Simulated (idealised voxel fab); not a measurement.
process module | voxel wiring stack
cross-section cut | 265 nm wide | cells 5 nm
A cross-section is a grid of square cells, given in bands from the top down. A band is one or more rows of cells.
Each band's line starts with the height of the band's top and of its bottom, in nm. Then come its materials from left to right, each with its width in nm. One material with "throughout" fills the band from edge to edge. "air" is empty space.
Height 0 is the level under which the wafer as received is all one material. The lowest band goes on downwards, as in "0 down".
A width such as "30 to 40" changes by the same amount from each row of cells to the next, from the band's top row to its bottom row.
"no change" after a step means that no cell of the cross-section changed.
closed voids: empty space of 8 cells or more with no open way to the top, each as width x height at its distance from the left edge, in nm
after a step's settings: what the simulator itself notes on the step
overlay nm, on a step with a mask: how far to the right of its planned place the mask lay; to the left if negative
plan
1 op RECEIVE | material Si
2 op CONFORMAL_DEP | material SiO2 | thk nm 10
3 op CONFORMAL_DEP | material SiN | thk nm 5
4 op DIRECTIONAL_DEP | material SiO2 | thk nm 15
5 op DIRECTIONAL_DEP | material aC | thk nm 10
6 op PATTERN | tone open | mask id METAL_1 | material resist | width nm 20 | pitch nm 45 | thk nm 25 | overlay nm 0
7 op DIRECTIONAL_ETCH | etch materials aC | depth nm 10
8 op STRIP | etch materials resist
9 op DIRECTIONAL_ETCH | etch materials SiO2 | depth nm 15
10 op DIRECTIONAL_ETCH | etch materials SiN | depth nm 5
11 op STRIP | etch materials aC
12 op CONFORMAL_DEP | material TiN | thk nm 5
13 op FILL_DEP | material W | thk nm 10
14 op CMP | height nm 30
15 op CONFORMAL_DEP | material SiCN | thk nm 5
16 op DIRECTIONAL_DEP | material SiO2 | thk nm 35
17 op DIRECTIONAL_DEP | material aC | thk nm 10
18 op PATTERN | tone open | mask id METAL_2_HOLES | material resist | width nm 15 | pitch nm 90 | thk nm 30 | overlay nm 0
19 op DIRECTIONAL_ETCH | etch materials aC | depth nm 10
20 op STRIP | etch materials resist
21 op DIRECTIONAL_ETCH | etch materials SiO2 | depth nm 35
22 op STRIP | etch materials aC
23 op MASKED_ETCH | tone open | mask id METAL_2 | width nm 20 | pitch nm 45 | etch materials SiO2 | depth nm 20 | overlay nm 0
24 op MASKED_ETCH | tone open | mask id METAL_2 | width nm 20 | pitch nm 45 | etch materials SiCN | depth nm 5 | overlay nm 0
25 op CONFORMAL_DEP | material TiN | thk nm 5
26 op FILL_DEP | material Cu | thk nm 10
27 op CMP | height nm 70
28 op CONFORMAL_DEP | material SiCN | thk nm 5
29 op DIRECTIONAL_DEP | material lowk | thk nm 25
30 op PATTERN | tone open | mask id METAL_3 | material resist | width nm 20 | pitch nm 45 | thk nm 20 | overlay nm 0
31 op DIRECTIONAL_ETCH | etch materials lowk | depth nm 15
32 op STRIP | etch materials resist
33 op MASKED_ETCH | tone open | mask id METAL_3_HOLES | width nm 15 | pitch nm 45 | etch materials lowk | depth nm 10 | overlay nm 0
34 op MASKED_ETCH | tone open | mask id METAL_3_HOLES | width nm 15 | pitch nm 45 | etch materials SiCN | depth nm 5 | overlay nm 0
35 op CONFORMAL_DEP | material TiN | thk nm 5
36 op FILL_DEP | material Cu | thk nm 10
37 op CMP | height nm 100
38 op CONFORMAL_DEP | material SiCN | thk nm 5
39 op DIRECTIONAL_DEP | material lowk | thk nm 25
40 op MASKED_ETCH | tone open | mask id METAL_4_HOLES | width nm 15 | pitch nm 45 | etch materials lowk | depth nm 25 | overlay nm 0
41 op MASKED_ETCH | tone open | mask id METAL_4 | width nm 20 | pitch nm 45 | etch materials lowk | depth nm 15 | overlay nm 0
42 op MASKED_ETCH | tone open | mask id METAL_4 | width nm 20 | pitch nm 45 | etch materials SiCN | depth nm 5 | overlay nm 0
43 op CONFORMAL_DEP | material TiN | thk nm 5
44 op FILL_DEP | material Ru | thk nm 10
45 op CMP | height nm 130
46 op CONFORMAL_DEP | material SiCN | thk nm 5
first wafer, as planned
as received, after step 1
  0 down: Si throughout
  closed voids: none
after step 2
  10 to 0: SiO2 throughout
  below 0: unchanged
after step 3
  15 to 10: SiN throughout
  below 10: unchanged
after step 4
  30 to 15: SiO2 throughout
  below 15: unchanged
after step 5
  40 to 30: aC throughout
  below 30: unchanged
after step 6
  65 to 40: resist 55 | air 20 | resist 25 | air 20 | resist 25 | air 20 | resist 25 | air 20 | resist 55
  below 40: unchanged
after step 7
  55 to 40: resist 55 | air 20 | resist 25 | air 20 | resist 25 | air 20 | resist 25 | air 20 | resist 55
  40 to 30: aC 55 | air 20 | aC 25 | air 20 | aC 25 | air 20 | aC 25 | air 20 | aC 55
  below 30: unchanged
after step 8
  40 to 30: aC 55 | air 20 | aC 25 | air 20 | aC 25 | air 20 | aC 25 | air 20 | aC 55
  below 30: unchanged
after step 9
  40 to 30: aC 55 | air 20 | aC 25 | air 20 | aC 25 | air 20 | aC 25 | air 20 | aC 55
  30 to 15: SiO2 55 | air 20 | SiO2 25 | air 20 | SiO2 25 | air 20 | SiO2 25 | air 20 | SiO2 55
  below 15: unchanged
after step 10
  40 to 30: aC 55 | air 20 | aC 25 | air 20 | aC 25 | air 20 | aC 25 | air 20 | aC 55
  30 to 15: SiO2 55 | air 20 | SiO2 25 | air 20 | SiO2 25 | air 20 | SiO2 25 | air 20 | SiO2 55
  15 to 10: SiN 55 | air 20 | SiN 25 | air 20 | SiN 25 | air 20 | SiN 25 | air 20 | SiN 55
  below 10: unchanged
after step 11
  30 to 15: SiO2 55 | air 20 | SiO2 25 | air 20 | SiO2 25 | air 20 | SiO2 25 | air 20 | SiO2 55
  below 15: unchanged
after step 12
  35 to 30: TiN 60 | air 10 | TiN 35 | air 10 | TiN 35 | air 10 | TiN 35 | air 10 | TiN 60
  30 to 15: SiO2 55 | TiN 5 | air 10 | TiN 5 | SiO2 25 | TiN 5 | air 10 | TiN 5 | SiO2 25 | TiN 5 | air 10 | TiN 5 | SiO2 25 | TiN 5 | air 10 | TiN 5 | SiO2 55
  15 to 10: SiN 55 | TiN 20 | SiN 25 | TiN 20 | SiN 25 | TiN 20 | SiN 25 | TiN 20 | SiN 55
  below 10: unchanged
after step 13
  45 to 35: W throughout
  35 to 30: TiN 60 | W 10 | TiN 35 | W 10 | TiN 35 | W 10 | TiN 35 | W 10 | TiN 60
  30 to 15: SiO2 55 | TiN 5 | W 10 | TiN 5 | SiO2 25 | TiN 5 | W 10 | TiN 5 | SiO2 25 | TiN 5 | W 10 | TiN 5 | SiO2 25 | TiN 5 | W 10 | TiN 5 | SiO2 55
  below 15: unchanged
after step 14
  30 to 15: SiO2 55 | TiN 5 | W 10 | TiN 5 | SiO2 25 | TiN 5 | W 10 | TiN 5 | SiO2 25 | TiN 5 | W 10 | TiN 5 | SiO2 25 | TiN 5 | W 10 | TiN 5 | SiO2 55
  below 15: unchanged
after step 15
  35 to 30: SiCN throughout
  below 30: unchanged
after step 16
  70 to 35: SiO2 throughout
  below 35: unchanged
after step 17
  80 to 70: aC throughout
  below 70: unchanged
after step 18
  110 to 80: resist 55 | air 15 | resist 75 | air 15 | resist 105
  below 80: unchanged
after step 19
  100 to 80: resist 55 | air 15 | resist 75 | air 15 | resist 105
  80 to 70: aC 55 | air 15 | aC 75 | air 15 | aC 105
  below 70: unchanged
after step 20
  80 to 70: aC 55 | air 15 | aC 75 | air 15 | aC 105
  below 70: unchanged
after step 21
  80 to 70: aC 55 | air 15 | aC 75 | air 15 | aC 105
  70 to 35: SiO2 55 | air 15 | SiO2 75 | air 15 | SiO2 105
  below 35: unchanged
after step 22
  70 to 35: SiO2 55 | air 15 | SiO2 75 | air 15 | SiO2 105
  below 35: unchanged
after step 23
  70 to 50: SiO2 55 | air 20 | SiO2 25 | air 20 | SiO2 25 | air 20 | SiO2 25 | air 20 | SiO2 55
  below 50: unchanged
after step 24
  70 to 50: SiO2 55 | air 20 | SiO2 25 | air 20 | SiO2 25 | air 20 | SiO2 25 | air 20 | SiO2 55
  50 to 35: SiO2 55 | air 15 | SiO2 75 | air 15 | SiO2 105
  35 to 30: SiCN 55 | air 15 | SiCN 75 | air 15 | SiCN 105
  below 30: unchanged
after step 25
  75 to 70: TiN 60 | air 10 | TiN 35 | air 10 | TiN 35 | air 10 | TiN 35 | air 10 | TiN 60
  70 to 55: SiO2 55 | TiN 5 | air 10 | TiN 5 | SiO2 25 | TiN 5 | air 10 | TiN 5 | SiO2 25 | TiN 5 | air 10 | TiN 5 | SiO2 25 | TiN 5 | air 10 | TiN 5 | SiO2 55
  55 to 50: SiO2 55 | TiN 5 | air 5 | TiN 10 | SiO2 25 | TiN 20 | SiO2 25 | TiN 5 | air 5 | TiN 10 | SiO2 25 | TiN 20 | SiO2 55
  50 to 35: SiO2 55 | TiN 5 | air 5 | TiN 5 | SiO2 75 | TiN 5 | air 5 | TiN 5 | SiO2 105
  35 to 30: SiCN 55 | TiN 15 | SiCN 75 | TiN 15 | SiCN 105
  below 30: unchanged
after step 26
  85 to 75: Cu throughout
  75 to 70: TiN 60 | Cu 10 | TiN 35 | Cu 10 | TiN 35 | Cu 10 | TiN 35 | Cu 10 | TiN 60
  70 to 55: SiO2 55 | TiN 5 | Cu 10 | TiN 5 | SiO2 25 | TiN 5 | Cu 10 | TiN 5 | SiO2 25 | TiN 5 | Cu 10 | TiN 5 | SiO2 25 | TiN 5 | Cu 10 | TiN 5 | SiO2 55
  55 to 50: SiO2 55 | TiN 5 | Cu 5 | TiN 10 | SiO2 25 | TiN 20 | SiO2 25 | TiN 5 | Cu 5 | TiN 10 | SiO2 25 | TiN 20 | SiO2 55
  50 to 35: SiO2 55 | TiN 5 | Cu 5 | TiN 5 | SiO2 75 | TiN 5 | Cu 5 | TiN 5 | SiO2 105
  below 35: unchanged
after step 27
  70 to 55: SiO2 55 | TiN 5 | Cu 10 | TiN 5 | SiO2 25 | TiN 5 | Cu 10 | TiN 5 | SiO2 25 | TiN 5 | Cu 10 | TiN 5 | SiO2 25 | TiN 5 | Cu 10 | TiN 5 | SiO2 55
  below 55: unchanged
after step 28
  75 to 70: SiCN throughout
  below 70: unchanged
after step 29
  100 to 75: lowk throughout
  below 75: unchanged
after step 30
  120 to 100: resist 55 | air 20 | resist 25 | air 20 | resist 25 | air 20 | resist 25 | air 20 | resist 55
  below 100: unchanged
after step 31
  120 to 100: resist 55 | air 20 | resist 25 | air 20 | resist 25 | air 20 | resist 25 | air 20 | resist 55
  100 to 85: lowk 55 | air 20 | lowk 25 | air 20 | lowk 25 | air 20 | lowk 25 | air 20 | lowk 55
  below 85: unchanged
after step 32
  100 to 85: lowk 55 | air 20 | lowk 25 | air 20 | lowk 25 | air 20 | lowk 25 | air 20 | lowk 55
  below 85: unchanged
after step 33
  100 to 85: lowk 55 | air 20 | lowk 25 | air 20 | lowk 25 | air 20 | lowk 25 | air 20 | lowk 55
  85 to 75: lowk 55 | air 15 | lowk 30 | air 15 | lowk 30 | air 15 | lowk 30 | air 15 | lowk 60
  below 75: unchanged
after step 34
  100 to 85: lowk 55 | air 20 | lowk 25 | air 20 | lowk 25 | air 20 | lowk 25 | air 20 | lowk 55
  85 to 75: lowk 55 | air 15 | lowk 30 | air 15 | lowk 30 | air 15 | lowk 30 | air 15 | lowk 60
  75 to 70: SiCN 55 | air 15 | SiCN 30 | air 15 | SiCN 30 | air 15 | SiCN 30 | air 15 | SiCN 60
  below 70: unchanged
after step 35
  105 to 100: TiN 60 | air 10 | TiN 35 | air 10 | TiN 35 | air 10 | TiN 35 | air 10 | TiN 60
  100 to 90: lowk 55 | TiN 5 | air 10 | TiN 5 | lowk 25 | TiN 5 | air 10 | TiN 5 | lowk 25 | TiN 5 | air 10 | TiN 5 | lowk 25 | TiN 5 | air 10 | TiN 5 | lowk 55
  90 to 85: lowk 55 | TiN 5 | air 5 | TiN 10 | lowk 25 | TiN 5 | air 5 | TiN 10 | lowk 25 | TiN 5 | air 5 | TiN 10 | lowk 25 | TiN 5 | air 5 | TiN 10 | lowk 55
  85 to 75: lowk 55 | TiN 5 | air 5 | TiN 5 | lowk 30 | TiN 5 | air 5 | TiN 5 | lowk 30 | TiN 5 | air 5 | TiN 5 | lowk 30 | TiN 5 | air 5 | TiN 5 | lowk 60
  75 to 70: SiCN 55 | TiN 15 | SiCN 30 | TiN 15 | SiCN 30 | TiN 15 | SiCN 30 | TiN 15 | SiCN 60
  below 70: unchanged
after step 36
  115 to 105: Cu throughout
  105 to 100: TiN 60 | Cu 10 | TiN 35 | Cu 10 | TiN 35 | Cu 10 | TiN 35 | Cu 10 | TiN 60
  100 to 90: lowk 55 | TiN 5 | Cu 10 | TiN 5 | lowk 25 | TiN 5 | Cu 10 | TiN 5 | lowk 25 | TiN 5 | Cu 10 | TiN 5 | lowk 25 | TiN 5 | Cu 10 | TiN 5 | lowk 55
  90 to 85: lowk 55 | TiN 5 | Cu 5 | TiN 10 | lowk 25 | TiN 5 | Cu 5 | TiN 10 | lowk 25 | TiN 5 | Cu 5 | TiN 10 | lowk 25 | TiN 5 | Cu 5 | TiN 10 | lowk 55
  85 to 75: lowk 55 | TiN 5 | Cu 5 | TiN 5 | lowk 30 | TiN 5 | Cu 5 | TiN 5 | lowk 30 | TiN 5 | Cu 5 | TiN 5 | lowk 30 | TiN 5 | Cu 5 | TiN 5 | lowk 60
  below 75: unchanged
after step 37
  100 to 90: lowk 55 | TiN 5 | Cu 10 | TiN 5 | lowk 25 | TiN 5 | Cu 10 | TiN 5 | lowk 25 | TiN 5 | Cu 10 | TiN 5 | lowk 25 | TiN 5 | Cu 10 | TiN 5 | lowk 55
  below 90: unchanged
after step 38
  105 to 100: SiCN throughout
  below 100: unchanged
after step 39
  130 to 105: lowk throughout
  below 105: unchanged
after step 40
  130 to 105: lowk 55 | air 15 | lowk 30 | air 15 | lowk 30 | air 15 | lowk 30 | air 15 | lowk 60
  below 105: unchanged
after step 41
  130 to 115: lowk 55 | air 20 | lowk 25 | air 20 | lowk 25 | air 20 | lowk 25 | air 20 | lowk 55
  below 115: unchanged
after step 42
  130 to 115: lowk 55 | air 20 | lowk 25 | air 20 | lowk 25 | air 20 | lowk 25 | air 20 | lowk 55
  115 to 105: lowk 55 | air 15 | lowk 30 | air 15 | lowk 30 | air 15 | lowk 30 | air 15 | lowk 60
  105 to 100: SiCN 55 | air 15 | SiCN 30 | air 15 | SiCN 30 | air 15 | SiCN 30 | air 15 | SiCN 60
  below 100: unchanged
after step 43
  135 to 130: TiN 60 | air 10 | TiN 35 | air 10 | TiN 35 | air 10 | TiN 35 | air 10 | TiN 60
  130 to 120: lowk 55 | TiN 5 | air 10 | TiN 5 | lowk 25 | TiN 5 | air 10 | TiN 5 | lowk 25 | TiN 5 | air 10 | TiN 5 | lowk 25 | TiN 5 | air 10 | TiN 5 | lowk 55
  120 to 115: lowk 55 | TiN 5 | air 5 | TiN 10 | lowk 25 | TiN 5 | air 5 | TiN 10 | lowk 25 | TiN 5 | air 5 | TiN 10 | lowk 25 | TiN 5 | air 5 | TiN 10 | lowk 55
  115 to 105: lowk 55 | TiN 5 | air 5 | TiN 5 | lowk 30 | TiN 5 | air 5 | TiN 5 | lowk 30 | TiN 5 | air 5 | TiN 5 | lowk 30 | TiN 5 | air 5 | TiN 5 | lowk 60
  105 to 100: SiCN 55 | TiN 15 | SiCN 30 | TiN 15 | SiCN 30 | TiN 15 | SiCN 30 | TiN 15 | SiCN 60
  below 100: unchanged
after step 44
  145 to 135: Ru throughout
  135 to 130: TiN 60 | Ru 10 | TiN 35 | Ru 10 | TiN 35 | Ru 10 | TiN 35 | Ru 10 | TiN 60
  130 to 120: lowk 55 | TiN 5 | Ru 10 | TiN 5 | lowk 25 | TiN 5 | Ru 10 | TiN 5 | lowk 25 | TiN 5 | Ru 10 | TiN 5 | lowk 25 | TiN 5 | Ru 10 | TiN 5 | lowk 55
  120 to 115: lowk 55 | TiN 5 | Ru 5 | TiN 10 | lowk 25 | TiN 5 | Ru 5 | TiN 10 | lowk 25 | TiN 5 | Ru 5 | TiN 10 | lowk 25 | TiN 5 | Ru 5 | TiN 10 | lowk 55
  115 to 105: lowk 55 | TiN 5 | Ru 5 | TiN 5 | lowk 30 | TiN 5 | Ru 5 | TiN 5 | lowk 30 | TiN 5 | Ru 5 | TiN 5 | lowk 30 | TiN 5 | Ru 5 | TiN 5 | lowk 60
  below 105: unchanged
after step 45
  130 to 120: lowk 55 | TiN 5 | Ru 10 | TiN 5 | lowk 25 | TiN 5 | Ru 10 | TiN 5 | lowk 25 | TiN 5 | Ru 10 | TiN 5 | lowk 25 | TiN 5 | Ru 10 | TiN 5 | lowk 55
  below 120: unchanged
after step 46
  135 to 130: SiCN throughout
  below 130: unchanged
second wafer: like start, like plan, one mistake. Through step 40 it matches the first wafer
when step 41 should have ended
  130 to 115: air 70 | lowk 5 | air 40 | lowk 5 | air 40 | lowk 5 | air 40 | lowk 5 | air 55
  below 115: unchanged
when step 42 should have ended
  130 to 115: air 70 | lowk 5 | air 40 | lowk 5 | air 40 | lowk 5 | air 40 | lowk 5 | air 55
  115 to 105: lowk 55 | air 15 | lowk 30 | air 15 | lowk 30 | air 15 | lowk 30 | air 15 | lowk 60
  105 to 100: SiCN 55 | air 15 | SiCN 30 | air 15 | SiCN 30 | air 15 | SiCN 30 | air 15 | SiCN 60
  below 100: unchanged
when step 43 should have ended
  135 to 130: air 65 | TiN 15 | air 30 | TiN 15 | air 30 | TiN 15 | air 30 | TiN 15 | air 50
  130 to 120: air 65 | TiN 5 | lowk 5 | TiN 5 | air 30 | TiN 5 | lowk 5 | TiN 5 | air 30 | TiN 5 | lowk 5 | TiN 5 | air 30 | TiN 5 | lowk 5 | TiN 5 | air 50
  120 to 115: TiN 60 | air 5 | TiN 5 | lowk 5 | TiN 30 | air 5 | TiN 5 | lowk 5 | TiN 30 | air 5 | TiN 5 | lowk 5 | TiN 30 | air 5 | TiN 5 | lowk 5 | TiN 55
  115 to 105: lowk 55 | TiN 5 | air 5 | TiN 5 | lowk 30 | TiN 5 | air 5 | TiN 5 | lowk 30 | TiN 5 | air 5 | TiN 5 | lowk 30 | TiN 5 | air 5 | TiN 5 | lowk 60
  105 to 100: SiCN 55 | TiN 15 | SiCN 30 | TiN 15 | SiCN 30 | TiN 15 | SiCN 30 | TiN 15 | SiCN 60
  below 100: unchanged
when step 44 should have ended
  145 to 135: Ru throughout
  135 to 130: Ru 65 | TiN 15 | Ru 30 | TiN 15 | Ru 30 | TiN 15 | Ru 30 | TiN 15 | Ru 50
  130 to 120: Ru 65 | TiN 5 | lowk 5 | TiN 5 | Ru 30 | TiN 5 | lowk 5 | TiN 5 | Ru 30 | TiN 5 | lowk 5 | TiN 5 | Ru 30 | TiN 5 | lowk 5 | TiN 5 | Ru 50
  120 to 115: TiN 60 | Ru 5 | TiN 5 | lowk 5 | TiN 30 | Ru 5 | TiN 5 | lowk 5 | TiN 30 | Ru 5 | TiN 5 | lowk 5 | TiN 30 | Ru 5 | TiN 5 | lowk 5 | TiN 55
  115 to 105: lowk 55 | TiN 5 | Ru 5 | TiN 5 | lowk 30 | TiN 5 | Ru 5 | TiN 5 | lowk 30 | TiN 5 | Ru 5 | TiN 5 | lowk 30 | TiN 5 | Ru 5 | TiN 5 | lowk 60
  below 105: unchanged
when step 45 should have ended
  130 to 120: Ru 65 | TiN 5 | lowk 5 | TiN 5 | Ru 30 | TiN 5 | lowk 5 | TiN 5 | Ru 30 | TiN 5 | lowk 5 | TiN 5 | Ru 30 | TiN 5 | lowk 5 | TiN 5 | Ru 50
  below 120: unchanged
when step 46 should have ended
  135 to 130: SiCN throughout
  below 130: unchanged
what went wrong: step 41 ran as: op MASKED_ETCH | tone cover | mask id METAL_4 | width nm 20 | pitch nm 45 | etch materials lowk | depth nm 15 | overlay nm 0
at the end the second wafer has, in cells: 66 more of Ru | 33 more of TiN | 99 fewer of lowk
